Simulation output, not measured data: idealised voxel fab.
This is a process module. Its name is voxel local oxidation.
Pictured: cross-section cut, 180 nm wide, on a grid of 5 nm square cells.
A cross-section in this document is a grid of square cells, and it is written down as bands, the top band listed before the ones below it; a band is made up of one or more rows of cells. It is stipulated that each band's entry specify, in nanometres, the height of the top of the band and then that of its bottom, followed by the materials of the band in left-to-right sequence, each together with its width in nanometres. A single material marked by the word "full width" is understood to fill the band from edge to edge; the word "air" is understood to denote empty space. All heights in this document are referenced to 0, defined as the level beneath which the wafer, as received, consists entirely of one material. The lowest band is not bounded below; it extends indefinitely downward and is written in the form "0..down". A width such as "30->40" changes by the same amount from each row of cells to the next, from the band's top row to its bottom row. No cell of the cross-section changed in a step that is given as "no modification". Empty spaces without an open route to the top, at least 8 cells in extent, make up the entry "Enclosed void inventory"; each is given as width x height at distance, where the distance is measured from the left edge, and all are in nm. On each step's line, the part that comes after the settings is the simulator's own comment on the step. A step line may carry the setting "overlay nm", which, for steps involving a mask, states the distance by which the mask lay to the right of its intended position; negative values denote displacement to the left.
**Set out below are the planned steps of the process**
| 1 | RECEIVE [material Si] |
| 2 | OXIDIZE [depth nm 5] |
| 3 | CONFORMAL_DEP [material SiN] [thk nm 15] |
| 4 | PATTERN [tone cover] [mask id ACTIVE] [material resist] [width nm 130] [thk nm 20] [overlay nm 0] |
| 5 | DIRECTIONAL_ETCH [etch materials SiN] [depth nm 15] |
| 6 | STRIP [etch materials resist] |
| 7 | SELECTIVE_ETCH [etch materials SiO2] [depth nm 5] |
| 8 | OXIDIZE [depth nm 15] |
| 9 | STRIP [etch materials SiN] |
**First wafer, two in total, run as planned**
**Step 1 complete: cross-section of the wafer as received**
    0..down | Si full width
    Enclosed void inventory: none
**Step 2 complete: cross-section through the wafer**
    0..-5 | SiO2 full width
    No changes below -5.
**Step 3 complete: cross-section through the wafer**
    15..0 | SiN full width
    No changes below 0.
**Step 4 complete: cross-section through the wafer**
    35..15 | air=25 / resist=130 / air=25
    No changes below 15.
**Step 5 complete: cross-section through the wafer**
    35..15 | air=25 / resist=130 / air=25
    15..0 | air=25 / SiN=130 / air=25
    No changes below 0.
**Step 6 complete: cross-section through the wafer**
    15..0 | air=25 / SiN=130 / air=25
    No changes below 0.
**Step 7 complete: cross-section through the wafer**
    15..0 | air=25 / SiN=130 / air=25
    0..-5 | air=30 / SiO2=120 / air=30
    No changes below -5.
**Step 8 complete: cross-section through the wafer**
    15..0 | air=25 / SiN=130 / air=25
    0..-5 | air=30 / SiO2=120 / air=30
    -5..-20 | SiO2=45 / Si=90 / SiO2=45
    No changes below -20.
**Step 9 complete: cross-section through the wafer**
    0..-5 | air=30 / SiO2=120 / air=30
    No changes below -5.
**Wafer two. Same start, same plan, one slip in execution. Same as wafer one through step 3, inclusive**
**Second wafer, cut view, end of step 4 per plan**
    35..15 | resist=25 / air=130 / resist=25
    No changes below 15.
**Second wafer, cut view, end of step 5 per plan**
    35..15 | resist=25 / air=130 / resist=25
    15..0 | SiN=25 / air=130 / SiN=25
    No changes below 0.
**Second wafer, cut view, end of step 6 per plan**
    15..0 | SiN=25 / air=130 / SiN=25
    No changes below 0.
**Second wafer, cut view, end of step 7 per plan**
    15..0 | SiN=25 / air=130 / SiN=25
    0..-5 | SiO2=20 / air=140 / SiO2=20
    No changes below -5.
**Second wafer, cut view, end of step 8 per plan**
    15..0 | SiN=25 / air=130 / SiN=25
    0..-5 | SiO2=20 / air=140 / SiO2=20
    -5..-20 | Si=5 / SiO2=170 / Si=5
    No changes below -20.
**Second wafer, cut view, end of step 9 per plan**
    0..-5 | SiO2=20 / air=140 / SiO2=20
    No changes below -5.
Which mistake was made when the wafer was run? step 4 did not happen as planned, as run it was PATTERN [tone open] [mask id ACTIVE] [material resist] [width nm 130] [thk nm 20] [overlay nm 0]
Counted in cells at the end, the second wafer holds more or fewer of these materials than the first: -48 Si | +32 SiO2
